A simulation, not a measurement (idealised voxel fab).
The process module that follows is named voxel wiring stack.
Each square cell in cross-section cut measures 5 nm, and the section as a whole is 235 nm wide.
Cross-section, as written here: a square-cell grid given band by band from the top down, where a band holds one or more rows of cells. Top height, bottom height, nm. Materials left to right, width each, nm. Single material + "throughout" = fills band edge to edge. "air" = empty. The reference from which all heights are counted is 0, the level beneath which the as-received wafer is entirely one material; the lowest band, having no lower bound, proceeds downward and is written after the example "top 0, no bottom". Width: "30->40" (first number = top row, second number = bottom row, same change from row to row of cells). Given "changes: none" for a step, no cell of the cross-section differs between before and after that step. "Closed-off voids": sealed empty spaces, 8 cells or more, no open way to top, listed width x height at distance, with distance from the left edge and width, height and distance in nm. On a step's line, text after the settings is the simulator commenting on that step. Steps that use a mask can have "overlay nm" on their line. It says how far the mask sat to the right of where it was meant to be. Negative means to the left.

## Planned step list for the process
1 RECEIVE, material Si
2 CONFORMAL_DEP, material SiO2, thk nm 10
3 CONFORMAL_DEP, material SiN, thk nm 5
4 DIRECTIONAL_DEP, material lowk, thk nm 20
5 DIRECTIONAL_DEP, material aC, thk nm 10
6 PATTERN, tone open, mask id METAL_1, material resist, width nm 20, pitch nm 45, thk nm 30, overlay nm 0
7 DIRECTIONAL_ETCH, etch materials aC, depth nm 10
8 STRIP, etch materials resist
9 DIRECTIONAL_ETCH, etch materials lowk, depth nm 20
10 DIRECTIONAL_ETCH, etch materials SiN, depth nm 5
11 STRIP, etch materials aC
12 CONFORMAL_DEP, material TiN, thk nm 5
13 FILL_DEP, material Ru, thk nm 5
14 CMP, height nm 35
15 CONFORMAL_DEP, material SiCN, thk nm 5
16 DIRECTIONAL_DEP, material lowk, thk nm 35
17 MASKED_ETCH, tone open, mask id METAL_2_HOLES, width nm 15, pitch nm 45, etch materials lowk, depth nm 35, overlay nm 0
18 DIRECTIONAL_DEP, material aC, thk nm 10
19 PATTERN, tone open, mask id METAL_2, material resist, width nm 20, pitch nm 45, thk nm 25, overlay nm 0
20 DIRECTIONAL_ETCH, etch materials aC, depth nm 10
21 STRIP, etch materials resist
22 DIRECTIONAL_ETCH, etch materials lowk, depth nm 20
23 DIRECTIONAL_ETCH, etch materials SiCN, depth nm 5
24 STRIP, etch materials aC
25 CONFORMAL_DEP, material TiN, thk nm 5
26 FILL_DEP, material Ru, thk nm 5
27 CMP, height nm 75
28 CONFORMAL_DEP, material SiCN, thk nm 5

## As received (post step 1): cross-section
* top 0, no bottom: Si throughout
* Closed-off voids: none

## Wafer cross-section at module end: first of two, run to plan
* top 80, bottom 75: SiCN throughout
* top 75, bottom 60: lowk=85; TiN=5; Ru=10; TiN=5; lowk=25; TiN=5; Ru=10; TiN=5; lowk=85
* top 60, bottom 55: lowk=85; TiN=5; Ru=5; TiN=10; lowk=25; TiN=5; Ru=5; TiN=10; lowk=85
* top 55, bottom 40: lowk=85; TiN=5; Ru=5; TiN=5; lowk=30; TiN=5; Ru=5; TiN=5; lowk=90
* top 40, bottom 35: SiCN=85; TiN=15; SiCN=30; TiN=15; SiCN=90
* top 35, bottom 15: lowk=85; TiN=5; Ru=10; TiN=5; lowk=25; TiN=5; Ru=10; TiN=5; lowk=85
* top 15, bottom 10: SiN=85; TiN=20; SiN=25; TiN=20; SiN=85
* top 10, bottom 0: SiO2 throughout
* top 0, no bottom: Si throughout
* Closed-off voids: none

## What the second wafer looks like in cross-section once the module is done. Its start and its plan matched the first wafer's exactly; what differed was one mistake in how it was run
* top 80, bottom 75: SiCN throughout
* top 75, bottom 60: lowk=85; TiN=5; Ru=5; TiN=5; lowk=30; TiN=5; Ru=5; TiN=5; lowk=90
* top 60, bottom 55: lowk=85; TiN=15; lowk=30; TiN=15; lowk=90
* top 55, bottom 40: lowk throughout
* top 40, bottom 35: SiCN throughout
* top 35, bottom 15: lowk=85; TiN=5; Ru=10; TiN=5; lowk=25; TiN=5; Ru=10; TiN=5; lowk=85
* top 15, bottom 10: SiN=85; TiN=20; SiN=25; TiN=20; SiN=85
* top 10, bottom 0: SiO2 throughout
* top 0, no bottom: Si throughout
* Closed-off voids: none
Here's what went sideways: it should be noted that step 16 of the plan was executed twice
FYI, end of process, the second wafer has more or fewer cells of some materials than the first: -14 Ru; +6 SiCN; -18 TiN; +26 lowk
